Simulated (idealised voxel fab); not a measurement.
Process module in this document: voxel air gaps
Section cut is 185 nm wide and gridded with 5 nm square cells.
Just so we're on the same page, the cross-sections are grids of square cells, and they're listed out in bands top to bottom, each band one or more rows deep. Band: top height; bottom height; in nm. Then, left to right: material with width in nm, for each material. "throughout": a single material spanning edge to edge. "blank": empty space. Where do heights start? At 0: under that level the wafer as delivered is made of one material only. And the lowest band has no floor; it just carries on downward, as in "0..down". Quick explanation for "30..40": the width changes in equal steps down the rows of cells, from the first number in the band's top row to the second number in its bottom row. For the purposes of this document, the phrase "no alteration" attached to a step denotes that no cell within the cross-section was modified by that step. Each empty space that has no open way to the top and spans at least 8 cells appears under "Voids, sealed" as width x height at distance, the distance counted from the left edge, all in nm. Heads up: the bit after the settings on a step's line is the simulator's remark on that step. Among the settings permitted on a step's line is "overlay nm"; applied to a step with a mask, it specifies the extent to which the mask lay to the right of its planned position, whereas a negative figure signifies a position to the left.

Listed below are the process steps as planned
1 RECEIVE: material Si
2 CONFORMAL_DEP: material SiO2, thk nm 10
3 CONFORMAL_DEP: material SiN, thk nm 5
4 DIRECTIONAL_DEP: material lowk, thk nm 40
5 MASKED_ETCH: tone open, mask id LINES, width nm 20, pitch nm 50, etch materials lowk, depth nm 40, overlay nm 0
6 CONFORMAL_DEP: material TiN, thk nm 5
7 FILL_DEP: material Cu, thk nm 10
8 CMP: height nm 55
9 EPI: material Ru, thk nm 10
10 SELECTIVE_ETCH: etch materials lowk, depth nm 50
11 CONFORMAL_DEP: material SiCN, thk nm 5

Cross-section of the wafer as it came to us, i.e., already through step 1
    0..down  Si throughout
    Voids, sealed: none

Run as planned - first of the two wafers cross-sectioned at the end of the module
    70..65  blank: 15  SiCN: 150  blank: 20
    65..55  blank: 15  SiCN: 5  Ru: 40  SiCN: 10  Ru: 40  SiCN: 10  Ru: 40  SiCN: 5  blank: 20
    55..50  blank: 15  SiCN: 15  TiN: 5  Cu: 10  TiN: 5  SiCN: 30  TiN: 5  Cu: 10  TiN: 5  SiCN: 30  TiN: 5  Cu: 10  TiN: 5  SiCN: 15  blank: 20
    50..20  blank: 25  SiCN: 5  TiN: 5  Cu: 10  TiN: 5  SiCN: 5  blank: 20  SiCN: 5  TiN: 5  Cu: 10  TiN: 5  SiCN: 5  blank: 20  SiCN: 5  TiN: 5  Cu: 10  TiN: 5  SiCN: 5  blank: 30
    20..15  SiCN: 30  TiN: 20  SiCN: 30  TiN: 20  SiCN: 30  TiN: 20  SiCN: 35
    15..10  SiN throughout
    10..0  SiO2 throughout
    0..down  Si throughout
    Voids, sealed: 20 x 30 at 55; 20 x 30 at 105

Cross-section, wafer two of two, end of module: same start and plan as wafer one, one error in execution
    70..65  SiCN throughout
    65..55  Ru throughout
    55..20  Cu: 25  TiN: 5  lowk: 20  TiN: 5  Cu: 20  TiN: 5  lowk: 20  TiN: 5  Cu: 20  TiN: 5  lowk: 20  TiN: 5  Cu: 30
    20..15  TiN: 30  lowk: 20  TiN: 30  lowk: 20  TiN: 30  lowk: 20  TiN: 35
    15..10  SiN throughout
    10..0  SiO2 throughout
    0..down  Si throughout
    Voids, sealed: none
In executing the process, a mistake was made relative to the plan: it should be noted that step 5 was executed with settings other than those planned, the operation and settings actually applied being MASKED_ETCH: tone cover, mask id LINES, width nm 20, pitch nm 50, etch materials lowk, depth nm 40, overlay nm 0
Heads up, by the end the second wafer has more or fewer cells of some materials compared to the first: Cu: 91 more, Ru: 26 more, SiCN: 84 fewer, TiN: 13 more, lowk: 96 more
Long story short, the first wafer ends with 2 closed voids and the second one with 0.
